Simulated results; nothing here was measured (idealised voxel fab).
The following process module bears the name voxel air gaps.
Each square cell in cross-section cut measures 5 nm, and the section as a whole is 270 nm wide.
Think of the cross-section as a grid of square cells. We describe it in bands, top to bottom, and each band covers one or more rows of those cells.
Basically the band line says how high the top is and how high the bottom is, in nm, and then what's in it from left to right, every material with its width in nm. Empty space shows up as "air", and if a single material carries "edge to edge" it runs the full band edge to edge.
We count height from 0. Below that, the starting wafer is all one material. The lowest band never ends at the bottom but goes on down; see "0 nm and below" for how that is written.
The two numbers in a width such as "30..40" mark its ends across the band: the first belongs to the top row of cells, the second to the bottom row, and from each row to the next the width moves by the same amount.
It should be understood that the words "same as before", when stated for a given step, signify that the cross-section underwent no change in any of its cells during that step.
In "Tabulated closed voids" the enclosed voids are listed, meaning empty spaces of 8 cells or larger without any opening to the top. The form is width x height at distance, distance from the left edge, units nm.
Text after the settings on a step's line: the simulator's own remark on that step.
The optional step-line setting "overlay nm" applies to steps with a mask and quantifies how far to the right of its planned location the mask lay, a negative value indicating leftward placement.

Planned step list for the process:
1,RECEIVE,material Si
2,CONFORMAL_DEP,material SiO2,thk nm 15
3,CONFORMAL_DEP,material SiCN,thk nm 5
4,DIRECTIONAL_DEP,material SiO2,thk nm 30
5,PATTERN,tone open,mask id LINES,material resist,width nm 25,pitch nm 50,thk nm 20,overlay nm 0
6,DIRECTIONAL_ETCH,etch materials SiO2,depth nm 30
7,STRIP,etch materials resist
8,CONFORMAL_DEP,material TiN,thk nm 5
9,FILL_DEP,material Ru,thk nm 10
10,CMP,height nm 40
11,EPI,material Ru,thk nm 10
12,SELECTIVE_ETCH,etch materials SiO2,depth nm 40
13,CONFORMAL_DEP,material SiCN,thk nm 5
Variable across wafers: step 10 height nm (plan value is that of the first wafer; starting state common to all).

The first of several wafers as received, shown in cross-section; this is its state after step 1:
	0 nm and below = Si edge to edge
	Tabulated closed voids: none

End-of-module cross-section, first of several wafers, after last step 13:
	55 nm to 50 nm = air=30; SiCN=205; air=35
	50 nm to 40 nm = air=30; SiCN=5; Ru=45; SiCN=5; Ru=45; SiCN=5; Ru=45; SiCN=5; Ru=45; SiCN=5; air=35
	40 nm to 35 nm = air=30; SiCN=15; TiN=5; Ru=15; TiN=5; SiCN=25; TiN=5; Ru=15; TiN=5; SiCN=25; TiN=5; Ru=15; TiN=5; SiCN=25; TiN=5; Ru=15; TiN=5; SiCN=15; air=35
	35 nm to 25 nm = air=40; SiCN=5; TiN=5; Ru=15; TiN=5; SiCN=5; air=15; SiCN=5; TiN=5; Ru=15; TiN=5; SiCN=5; air=15; SiCN=5; TiN=5; Ru=15; TiN=5; SiCN=5; air=15; SiCN=5; TiN=5; Ru=15; TiN=5; SiCN=5; air=45
	25 nm to 20 nm = SiCN=45; TiN=25; SiCN=25; TiN=25; SiCN=25; TiN=25; SiCN=25; TiN=25; SiCN=50
	20 nm to 15 nm = SiCN edge to edge
	15 nm to 0 nm = SiO2 edge to edge
	0 nm and below = Si edge to edge
	Tabulated closed voids: none

Final wafer cross-section at module end:
	80 nm to 75 nm = SiCN edge to edge
	75 nm to 55 nm = Ru edge to edge
	55 nm to 50 nm = TiN=50; Ru=15; TiN=35; Ru=15; TiN=35; Ru=15; TiN=35; Ru=15; TiN=55
	50 nm to 25 nm = SiO2=45; TiN=5; Ru=15; TiN=5; SiO2=25; TiN=5; Ru=15; TiN=5; SiO2=25; TiN=5; Ru=15; TiN=5; SiO2=25; TiN=5; Ru=15; TiN=5; SiO2=50
	25 nm to 20 nm = SiO2=45; TiN=25; SiO2=25; TiN=25; SiO2=25; TiN=25; SiO2=25; TiN=25; SiO2=50
	20 nm to 15 nm = SiCN edge to edge
	15 nm to 0 nm = SiO2 edge to edge
	0 nm and below = Si edge to edge
	Tabulated closed voids: none

Rows = wafers. At module end, each row lists per material the cells gained (+) or lost (-) since the wafer was received, then the closed voids:
height nm 40; +108 Ru; +176 SiCN; +162 SiO2; +44 TiN; Tabulated closed voids: none
height nm 45; +120 Ru; +184 SiCN; +162 SiO2; +52 TiN; Tabulated closed voids: 15 x 15 at 75; 15 x 15 at 125; 15 x 15 at 175
height nm 50; +132 Ru; +192 SiCN; +162 SiO2; +60 TiN; Tabulated closed voids: 15 x 20 at 75; 15 x 20 at 125; 15 x 20 at 175
height nm 55; +180 Ru; +108 SiCN; +366 SiO2; +102 TiN; Tabulated closed voids: none
height nm 60; +234 Ru; +108 SiCN; +366 SiO2; +102 TiN; Tabulated closed voids: none
height nm 65; +288 Ru; +108 SiCN; +366 SiO2; +102 TiN; Tabulated closed voids: none
